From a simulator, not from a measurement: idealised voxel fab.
process module | voxel lift off
cross-section cut | 285 nm wide | cells 5 nm
A cross-section is a grid of square cells, given in bands from the top down. A band is one or more rows of cells.
Each band's line starts with the height of the band's top and of its bottom, in nm. Then come its materials from left to right, each with its width in nm. One material with "throughout" fills the band from edge to edge. "air" is empty space.
Height 0 is the level under which the wafer as received is all one material. The lowest band goes on downwards, as in "0 down".
A width such as "30 to 40" changes by the same amount from each row of cells to the next, from the band's top row to its bottom row.
"no change" after a step means that no cell of the cross-section changed.
closed voids: empty space of 8 cells or more with no open way to the top, each as width x height at its distance from the left edge, in nm
after a step's settings: what the simulator itself notes on the step
overlay nm, on a step with a mask: how far to the right of its planned place the mask lay; to the left if negative
plan
1 op RECEIVE | material Si
2 op CONFORMAL_DEP | material SiO2 | thk nm 10
3 op PATTERN | tone open | mask id LINES | material resist | width nm 25 | pitch nm 40 | thk nm 20 | overlay nm 0
4 op DIRECTIONAL_DEP | material Ru | thk nm 5
5 op STRIP | etch materials resist
6 op CONFORMAL_DEP | material SiN | thk nm 10
as received, after step 1
  0 down: Si throughout
  closed voids: none
first wafer at the end, as planned
  25 to 20: air 100 | SiN 85 | air 100
  20 to 15: SiN throughout
  15 to 10: SiN 110 | Ru 25 | SiN 15 | Ru 25 | SiN 110
  10 to 0: SiO2 throughout
  0 down: Si throughout
  closed voids: none
second wafer at the end: like start, like plan, one mistake
  20 to 15: air 100 | SiN 85 | air 100
  15 to 10: SiN throughout
  10 to 5: SiN 110 | Ru 25 | SiN 15 | Ru 25 | SiN 110
  5 to 0: SiO2 throughout
  0 down: Si throughout
  closed voids: none
what went wrong: step 2 ran as: op CONFORMAL_DEP | material SiO2 | thk nm 5
at the end the second wafer has, in cells: 57 fewer of SiO2
